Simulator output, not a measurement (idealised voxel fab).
This section sets out a process module, namely voxel ribs on slabs.
The figure presents cross-section cut, which has a width of 265 nm and is divided into square cells with an edge length of 5 nm.
Just so we're on the same page, the cross-sections are grids of square cells, and they're listed out in bands top to bottom, each band one or more rows deep.
Band entry format. Leading values: height of top, height of bottom, nm. Remainder: materials in left-to-right order, each with its width in nm. Special words: "edge to edge" on a single material, which then fills the band edge to edge; "empty", empty space.
We count height from 0. Below that, the starting wafer is all one material. The lowest band never ends at the bottom but goes on down; see "0 -> down" for how that is written.
A width given as "30->40" starts at the first number in the band's top row and ends at the second number in its bottom row, shifting by an equal amount at every step from row to row.
"remained unchanged" for a step: no cell of the cross-section changed in that step.
Basically, "Enclosed void list" tells you about the enclosed voids: empty spaces with no open way to the top, 8 cells or bigger, each written width x height at distance, where distance is from the left edge, all in nm.
On a step's line, text after the settings is the simulator commenting on that step.
The "overlay nm" setting may appear on a step's line; for a step that uses a mask, it gives how far to the right of its planned position the mask lay, and a negative value indicates the left.

### The planned process steps are enumerated hereunder
1. RECEIVE,material Si
2. DIRECTIONAL_DEP,material SiO2,thk nm 20
3. DIRECTIONAL_DEP,material polySi,thk nm 15
4. PATTERN,tone cover,mask id RIB,material resist,width nm 30,thk nm 15,overlay nm 0
5. DIRECTIONAL_ETCH,etch materials polySi,depth nm 5
6. STRIP,etch materials resist
7. PATTERN,tone cover,mask id SLAB,material resist,width nm 80,thk nm 20,overlay nm 0
8. DIRECTIONAL_ETCH,etch materials polySi,depth nm 10
9. STRIP,etch materials resist
10. FILL_DEP,material SiO2,thk nm 20
11. CMP,height nm 50
12. DIRECTIONAL_DEP,material TiN,thk nm 5
13. DIRECTIONAL_DEP,material aC,thk nm 10
14. PATTERN,tone cover,mask id HEATER,material resist,width nm 40,thk nm 25,overlay nm 0
15. DIRECTIONAL_ETCH,etch materials aC,depth nm 10
16. STRIP,etch materials resist
17. DIRECTIONAL_ETCH,etch materials TiN,depth nm 5
18. STRIP,etch materials aC
19. CONFORMAL_DEP,material SiN,thk nm 5

### What follows covers the first of two wafers; it ran as planned

### Incoming wafer, cross-sectional view, post step 1
0 -> down: Si edge to edge
Enclosed void list: none

### The wafer in cross-section once step 2 is complete
20 -> 0: SiO2 edge to edge
Lower than 0, everything is as it was.

### The wafer in cross-section once step 3 is complete
35 -> 20: polySi edge to edge
Lower than 20, everything is as it was.

### The wafer in cross-section once step 4 is complete
50 -> 35: empty 115 nm, resist 30 nm, empty 120 nm
Lower than 35, everything is as it was.

### The wafer in cross-section once step 5 is complete
50 -> 35: empty 115 nm, resist 30 nm, empty 120 nm
35 -> 30: empty 115 nm, polySi 30 nm, empty 120 nm
Lower than 30, everything is as it was.

### The wafer in cross-section once step 6 is complete
35 -> 30: empty 115 nm, polySi 30 nm, empty 120 nm
Lower than 30, everything is as it was.

### The wafer in cross-section once step 7 is complete
55 -> 35: empty 90 nm, resist 80 nm, empty 95 nm
35 -> 30: empty 90 nm, resist 25 nm, polySi 30 nm, resist 25 nm, empty 95 nm
Lower than 30, everything is as it was.

### The wafer in cross-section once step 8 is complete
55 -> 35: empty 90 nm, resist 80 nm, empty 95 nm
35 -> 30: empty 90 nm, resist 25 nm, polySi 30 nm, resist 25 nm, empty 95 nm
30 -> 20: empty 90 nm, polySi 80 nm, empty 95 nm
Lower than 20, everything is as it was.

### The wafer in cross-section once step 9 is complete
35 -> 30: empty 115 nm, polySi 30 nm, empty 120 nm
Lower than 30, everything is as it was.

### The wafer in cross-section once step 10 is complete
55 -> 35: SiO2 edge to edge
35 -> 30: SiO2 115 nm, polySi 30 nm, SiO2 120 nm
30 -> 20: SiO2 90 nm, polySi 80 nm, SiO2 95 nm
Lower than 20, everything is as it was.

### The wafer in cross-section once step 11 is complete
50 -> 35: SiO2 edge to edge
Lower than 35, everything is as it was.

### The wafer in cross-section once step 12 is complete
55 -> 50: TiN edge to edge
Lower than 50, everything is as it was.

### The wafer in cross-section once step 13 is complete
65 -> 55: aC edge to edge
Lower than 55, everything is as it was.

### The wafer in cross-section once step 14 is complete
90 -> 65: empty 110 nm, resist 40 nm, empty 115 nm
Lower than 65, everything is as it was.

### The wafer in cross-section once step 15 is complete
80 -> 65: empty 110 nm, resist 40 nm, empty 115 nm
65 -> 55: empty 110 nm, aC 40 nm, empty 115 nm
Lower than 55, everything is as it was.

### The wafer in cross-section once step 16 is complete
65 -> 55: empty 110 nm, aC 40 nm, empty 115 nm
Lower than 55, everything is as it was.

### The wafer in cross-section once step 17 is complete
65 -> 55: empty 110 nm, aC 40 nm, empty 115 nm
55 -> 50: empty 110 nm, TiN 40 nm, empty 115 nm
Lower than 50, everything is as it was.

### The wafer in cross-section once step 18 is complete
55 -> 50: empty 110 nm, TiN 40 nm, empty 115 nm
Lower than 50, everything is as it was.

### The wafer in cross-section once step 19 is complete
60 -> 55: empty 105 nm, SiN 50 nm, empty 110 nm
55 -> 50: SiN 110 nm, TiN 40 nm, SiN 115 nm
Lower than 50, everything is as it was.

### The second wafer: identical to the first at the outset and in its planned sequence, differing only in that one mistake was made during processing; up to and including step 3, its path is the first wafer's path

### Second wafer, cut view, end of step 4 per plan
50 -> 35: empty 110 nm, resist 40 nm, empty 115 nm
Lower than 35, everything is as it was.

### Second wafer, cut view, end of step 5 per plan
50 -> 35: empty 110 nm, resist 40 nm, empty 115 nm
35 -> 30: empty 110 nm, polySi 40 nm, empty 115 nm
Lower than 30, everything is as it was.

### Second wafer, cut view, end of step 6 per plan
35 -> 30: empty 110 nm, polySi 40 nm, empty 115 nm
Lower than 30, everything is as it was.

### Second wafer, cut view, end of step 7 per plan
55 -> 35: empty 90 nm, resist 80 nm, empty 95 nm
35 -> 30: empty 90 nm, resist 20 nm, polySi 40 nm, resist 20 nm, empty 95 nm
Lower than 30, everything is as it was.

### Second wafer, cut view, end of step 8 per plan
55 -> 35: empty 90 nm, resist 80 nm, empty 95 nm
35 -> 30: empty 90 nm, resist 20 nm, polySi 40 nm, resist 20 nm, empty 95 nm
30 -> 20: empty 90 nm, polySi 80 nm, empty 95 nm
Lower than 20, everything is as it was.

### Second wafer, cut view, end of step 9 per plan
35 -> 30: empty 110 nm, polySi 40 nm, empty 115 nm
Lower than 30, everything is as it was.

### Second wafer, cut view, end of step 10 per plan
55 -> 35: SiO2 edge to edge
35 -> 30: SiO2 110 nm, polySi 40 nm, SiO2 115 nm
30 -> 20: SiO2 90 nm, polySi 80 nm, SiO2 95 nm
Lower than 20, everything is as it was.

### Second wafer, cut view, end of step 11 per plan
50 -> 35: SiO2 edge to edge
Lower than 35, everything is as it was.

### Second wafer, cut view, end of step 12 per plan
55 -> 50: TiN edge to edge
Lower than 50, everything is as it was.

### Second wafer, cut view, end of step 13 per plan
65 -> 55: aC edge to edge
Lower than 55, everything is as it was.

### Second wafer, cut view, end of step 14 per plan
90 -> 65: empty 110 nm, resist 40 nm, empty 115 nm
Lower than 65, everything is as it was.

### Second wafer, cut view, end of step 15 per plan
80 -> 65: empty 110 nm, resist 40 nm, empty 115 nm
65 -> 55: empty 110 nm, aC 40 nm, empty 115 nm
Lower than 55, everything is as it was.

### Second wafer, cut view, end of step 16 per plan
65 -> 55: empty 110 nm, aC 40 nm, empty 115 nm
Lower than 55, everything is as it was.

### Second wafer, cut view, end of step 17 per plan
65 -> 55: empty 110 nm, aC 40 nm, empty 115 nm
55 -> 50: empty 110 nm, TiN 40 nm, empty 115 nm
Lower than 50, everything is as it was.

### Second wafer, cut view, end of step 18 per plan
55 -> 50: empty 110 nm, TiN 40 nm, empty 115 nm
Lower than 50, everything is as it was.

### Second wafer, cut view, end of step 19 per plan
60 -> 55: empty 105 nm, SiN 50 nm, empty 110 nm
55 -> 50: SiN 110 nm, TiN 40 nm, SiN 115 nm
Lower than 50, everything is as it was.
what went wrong: step 4 ran differently from the plan; actual operation with settings: PATTERN,tone cover,mask id RIB,material resist,width nm 40,thk nm 15,overlay nm 0
Wrapping up, a cell-based count of both wafers puts the second over or under the first for these materials: SiO2: 2 fewer | polySi: 2 more
